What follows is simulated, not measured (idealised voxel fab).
This is a process module. Its name is voxel transistor to metal.
In the cross-section labelled cut, the width is 190 nm and each square cell is 5 nm.
We lay out every cross-section as a grid of square cells and spell it out in bands from the top down, where one band means one or more rows of cells. What a band's entry tells you: where the top is and where the bottom is, as heights in nm, and after that what lies inside, material by material from left to right, each with its width in nm. Empty space is written as the word "empty", and a single material marked with the word "all across" occupies the band from edge to edge. Basically, 0 is our baseline, since under it the wafer straight out of the box is all one material. The bottom band has no lower end and keeps on going down, so it looks like "0..down". Note: "30->40" means the width goes from the first number (top row of the band) to the second number (bottom row) in equal steps per row of cells. No cell of the cross-section changed in a step that is given as "remained the same". "Enclosed voids" lists enclosed empty spaces (at least 8 cells, no open path upward to the top), each as width x height at distance from the left edge, in nm. The remark found on a step's line after its settings is issued by the simulator itself and pertains to that step. Steps that use a mask can have "overlay nm" on their line. It says how far the mask sat to the right of where it was meant to be. Negative means to the left.

## Process steps - plan
1. RECEIVE [material Si]
2. CONFORMAL_DEP [material SiO2] [thk nm 5]
3. CONFORMAL_DEP [material SiN] [thk nm 10]
4. DIRECTIONAL_DEP [material aC] [thk nm 10]
5. PATTERN [tone cover] [mask id ACTIVE] [material resist] [width nm 115] [thk nm 25] [overlay nm 0]
6. DIRECTIONAL_ETCH [etch materials aC] [depth nm 10]
7. STRIP [etch materials resist]
8. DIRECTIONAL_ETCH [etch materials SiN] [depth nm 10]
9. DIRECTIONAL_ETCH [etch materials SiO2] [depth nm 5]
10. DIRECTIONAL_ETCH [etch materials Si] [depth nm 35]
11. STRIP [etch materials aC]
12. FILL_DEP [material SiO2] [thk nm 5]
13. CMP [height nm 15]
14. SELECTIVE_ETCH [etch materials SiO2] [depth nm 10]
15. STRIP [etch materials SiN]
16. SELECTIVE_ETCH [etch materials SiO2] [depth nm 5]
17. OXIDIZE [depth nm 5]
18. DIRECTIONAL_DEP [material polySi] [thk nm 25]
19. DIRECTIONAL_DEP [material SiCN] [thk nm 10]
20. MASKED_ETCH [tone cover] [mask id GATE] [width nm 25] [etch materials SiCN] [depth nm 20] [overlay nm 0]
21. MASKED_ETCH [tone cover] [mask id GATE] [width nm 25] [etch materials polySi] [depth nm 35] [overlay nm 0]
22. CONFORMAL_DEP [material SiN] [thk nm 10]
23. DIRECTIONAL_ETCH [etch materials SiN] [depth nm 10]
24. DIRECTIONAL_ETCH [etch materials SiO2] [depth nm 5]
25. EPI [material nSi] [thk nm 5]
26. FILL_DEP [material SiO2] [thk nm 10]
27. CMP [height nm 25]
28. STRIP [etch materials polySi]
29. SELECTIVE_ETCH [etch materials SiO2] [depth nm 5]
30. CONFORMAL_DEP [material HfO2] [thk nm 5]
31. CONFORMAL_DEP [material TiN] [thk nm 5]
32. FILL_DEP [material W] [thk nm 5]
33. CMP [height nm 20]
34. DIRECTIONAL_DEP [material SiO2] [thk nm 10]
35. PATTERN [tone open] [mask id CONTACT] [material resist] [width nm 20] [pitch nm 75] [thk nm 20] [overlay nm 0]
36. DIRECTIONAL_ETCH [etch materials SiO2] [depth nm 20]
37. STRIP [etch materials resist]
38. CONFORMAL_DEP [material TiN] [thk nm 5]
39. FILL_DEP [material W] [thk nm 10]
40. CMP [height nm 30]
41. DIRECTIONAL_DEP [material TiN] [thk nm 5]
42. DIRECTIONAL_DEP [material Ru] [thk nm 15]
43. PATTERN [tone cover] [mask id METAL_1] [material resist] [width nm 20] [pitch nm 75] [thk nm 15] [overlay nm 0]
44. DIRECTIONAL_ETCH [etch materials Ru] [depth nm 15]
45. DIRECTIONAL_ETCH [etch materials TiN] [depth nm 5]
46. STRIP [etch materials resist]
47. CONFORMAL_DEP [material SiN] [thk nm 5]
48. FILL_DEP [material lowk] [thk nm 5]
49. CMP [height nm 50]
50. CONFORMAL_DEP [material SiN] [thk nm 5]
Where the wafers of this document differ is in the depth nm of step 36; they start out the same, and the plan states the value that applied to the first wafer.

## After step 1, as received: first of several wafers, cross-section
> 0..down = Si all across
> Enclosed voids: none

## The table below has one row for each wafer; a row shows, as of the end of the module, how many cells of each material the wafer has gained, marked (+), or lost, marked (-), since it was received, and then the wafer's closed voids
depth nm 20 | +15 HfO2 | +24 Ru | -128 Si | +96 SiN | +265 SiO2 | +37 TiN | +15 W | +78 lowk | +16 nSi | Enclosed voids: none
depth nm 25 | +15 HfO2 | +24 Ru | -128 Si | +96 SiN | +257 SiO2 | +41 TiN | +19 W | +78 lowk | +16 nSi | Enclosed voids: none
depth nm 30 | +15 HfO2 | +24 Ru | -128 Si | +96 SiN | +249 SiO2 | +45 TiN | +23 W | +78 lowk | +16 nSi | Enclosed voids: none
depth nm 35 | +15 HfO2 | +24 Ru | -128 Si | +96 SiN | +249 SiO2 | +45 TiN | +23 W | +78 lowk | +16 nSi | Enclosed voids: none
depth nm 40 | +15 HfO2 | +24 Ru | -128 Si | +96 SiN | +249 SiO2 | +45 TiN | +23 W | +78 lowk | +16 nSi | Enclosed voids: none
depth nm 45 | +15 HfO2 | +24 Ru | -128 Si | +96 SiN | +249 SiO2 | +45 TiN | +23 W | +78 lowk | +16 nSi | Enclosed voids: none
